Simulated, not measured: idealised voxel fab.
process module | voxel spacer lines
cross-section cut | 260 nm wide | cells 5 nm
A cross-section is a grid of square cells, given in bands from the top down. A band is one or more rows of cells.
Each band's line starts with the height of the band's top and of its bottom, in nm. Then come its materials from left to right, each with its width in nm. One material with "throughout" fills the band from edge to edge. "air" is empty space.
Height 0 is the level under which the wafer as received is all one material. The lowest band goes on downwards, as in "0 down".
A width such as "30 to 40" changes by the same amount from each row of cells to the next, from the band's top row to its bottom row.
"no change" after a step means that no cell of the cross-section changed.
closed voids: empty space of 8 cells or more with no open way to the top, each as width x height at its distance from the left edge, in nm
after a step's settings: what the simulator itself notes on the step
overlay nm, on a step with a mask: how far to the right of its planned place the mask lay; to the left if negative
plan
1 op RECEIVE | material Si
2 op CONFORMAL_DEP | material Al2O3 | thk nm 5
3 op DIRECTIONAL_DEP | material SiN | thk nm 10
4 op DIRECTIONAL_DEP | material aC | thk nm 20
5 op PATTERN | tone cover | mask id MANDREL | material resist | width nm 25 | pitch nm 70 | thk nm 30 | overlay nm 0
6 op DIRECTIONAL_ETCH | etch materials aC | depth nm 20
7 op STRIP | etch materials resist
8 op CONFORMAL_DEP | material SiO2 | thk nm 10
9 op DIRECTIONAL_ETCH | etch materials SiO2 | depth nm 10
10 op STRIP | etch materials aC
11 op DIRECTIONAL_ETCH | etch materials SiN | depth nm 10
12 op STRIP | etch materials SiO2
13 op FILL_DEP | material SiO2 | thk nm 10
14 op CMP | height nm 15
first wafer, as planned
as received, after step 1
  0 down: Si throughout
  closed voids: none
after step 2
  5 to 0: Al2O3 throughout
  below 0: unchanged
after step 3
  15 to 5: SiN throughout
  below 5: unchanged
after step 4
  35 to 15: aC throughout
  below 15: unchanged
after step 5
  65 to 35: air 45 | resist 25 | air 45 | resist 25 | air 45 | resist 25 | air 50
  below 35: unchanged
after step 6
  45 to 35: air 45 | resist 25 | air 45 | resist 25 | air 45 | resist 25 | air 50
  35 to 15: air 45 | aC 25 | air 45 | aC 25 | air 45 | aC 25 | air 50
  below 15: unchanged
after step 7
  35 to 15: air 45 | aC 25 | air 45 | aC 25 | air 45 | aC 25 | air 50
  below 15: unchanged
after step 8
  45 to 35: air 35 | SiO2 45 | air 25 | SiO2 45 | air 25 | SiO2 45 | air 40
  35 to 25: air 35 | SiO2 10 | aC 25 | SiO2 10 | air 25 | SiO2 10 | aC 25 | SiO2 10 | air 25 | SiO2 10 | aC 25 | SiO2 10 | air 40
  25 to 15: SiO2 45 | aC 25 | SiO2 45 | aC 25 | SiO2 45 | aC 25 | SiO2 50
  below 15: unchanged
after step 9
  35 to 15: air 35 | SiO2 10 | aC 25 | SiO2 10 | air 25 | SiO2 10 | aC 25 | SiO2 10 | air 25 | SiO2 10 | aC 25 | SiO2 10 | air 40
  below 15: unchanged
after step 10
  35 to 15: air 35 | SiO2 10 | air 25 | SiO2 10 | air 25 | SiO2 10 | air 25 | SiO2 10 | air 25 | SiO2 10 | air 25 | SiO2 10 | air 40
  below 15: unchanged
after step 11
  35 to 15: air 35 | SiO2 10 | air 25 | SiO2 10 | air 25 | SiO2 10 | air 25 | SiO2 10 | air 25 | SiO2 10 | air 25 | SiO2 10 | air 40
  15 to 5: air 35 | SiN 10 | air 25 | SiN 10 | air 25 | SiN 10 | air 25 | SiN 10 | air 25 | SiN 10 | air 25 | SiN 10 | air 40
  below 5: unchanged
after step 12
  15 to 5: air 35 | SiN 10 | air 25 | SiN 10 | air 25 | SiN 10 | air 25 | SiN 10 | air 25 | SiN 10 | air 25 | SiN 10 | air 40
  below 5: unchanged
after step 13
  25 to 15: SiO2 throughout
  15 to 5: SiO2 35 | SiN 10 | SiO2 25 | SiN 10 | SiO2 25 | SiN 10 | SiO2 25 | SiN 10 | SiO2 25 | SiN 10 | SiO2 25 | SiN 10 | SiO2 40
  below 5: unchanged
after step 14
  15 to 5: SiO2 35 | SiN 10 | SiO2 25 | SiN 10 | SiO2 25 | SiN 10 | SiO2 25 | SiN 10 | SiO2 25 | SiN 10 | SiO2 25 | SiN 10 | SiO2 40
  below 5: unchanged
second wafer: like start, like plan, one mistake. Through step 1 it matches the first wafer
when step 2 should have ended: no change
when step 3 should have ended
  10 to 0: SiN throughout
  below 0: unchanged
when step 4 should have ended
  30 to 10: aC throughout
  below 10: unchanged
when step 5 should have ended
  60 to 30: air 45 | resist 25 | air 45 | resist 25 | air 45 | resist 25 | air 50
  below 30: unchanged
when step 6 should have ended
  40 to 30: air 45 | resist 25 | air 45 | resist 25 | air 45 | resist 25 | air 50
  30 to 10: air 45 | aC 25 | air 45 | aC 25 | air 45 | aC 25 | air 50
  below 10: unchanged
when step 7 should have ended
  30 to 10: air 45 | aC 25 | air 45 | aC 25 | air 45 | aC 25 | air 50
  below 10: unchanged
when step 8 should have ended
  40 to 30: air 35 | SiO2 45 | air 25 | SiO2 45 | air 25 | SiO2 45 | air 40
  30 to 20: air 35 | SiO2 10 | aC 25 | SiO2 10 | air 25 | SiO2 10 | aC 25 | SiO2 10 | air 25 | SiO2 10 | aC 25 | SiO2 10 | air 40
  20 to 10: SiO2 45 | aC 25 | SiO2 45 | aC 25 | SiO2 45 | aC 25 | SiO2 50
  below 10: unchanged
when step 9 should have ended
  30 to 10: air 35 | SiO2 10 | aC 25 | SiO2 10 | air 25 | SiO2 10 | aC 25 | SiO2 10 | air 25 | SiO2 10 | aC 25 | SiO2 10 | air 40
  below 10: unchanged
when step 10 should have ended
  30 to 10: air 35 | SiO2 10 | air 25 | SiO2 10 | air 25 | SiO2 10 | air 25 | SiO2 10 | air 25 | SiO2 10 | air 25 | SiO2 10 | air 40
  below 10: unchanged
when step 11 should have ended
  30 to 10: air 35 | SiO2 10 | air 25 | SiO2 10 | air 25 | SiO2 10 | air 25 | SiO2 10 | air 25 | SiO2 10 | air 25 | SiO2 10 | air 40
  10 to 0: air 35 | SiN 10 | air 25 | SiN 10 | air 25 | SiN 10 | air 25 | SiN 10 | air 25 | SiN 10 | air 25 | SiN 10 | air 40
  below 0: unchanged
when step 12 should have ended
  10 to 0: air 35 | SiN 10 | air 25 | SiN 10 | air 25 | SiN 10 | air 25 | SiN 10 | air 25 | SiN 10 | air 25 | SiN 10 | air 40
  below 0: unchanged
when step 13 should have ended
  20 to 10: SiO2 throughout
  10 to 0: SiO2 35 | SiN 10 | SiO2 25 | SiN 10 | SiO2 25 | SiN 10 | SiO2 25 | SiN 10 | SiO2 25 | SiN 10 | SiO2 25 | SiN 10 | SiO2 40
  below 0: unchanged
when step 14 should have ended
  15 to 10: SiO2 throughout
  below 10: unchanged
what went wrong: step 2 was left out
at the end the second wafer has, in cells: 52 fewer of Al2O3 | 52 more of SiO2
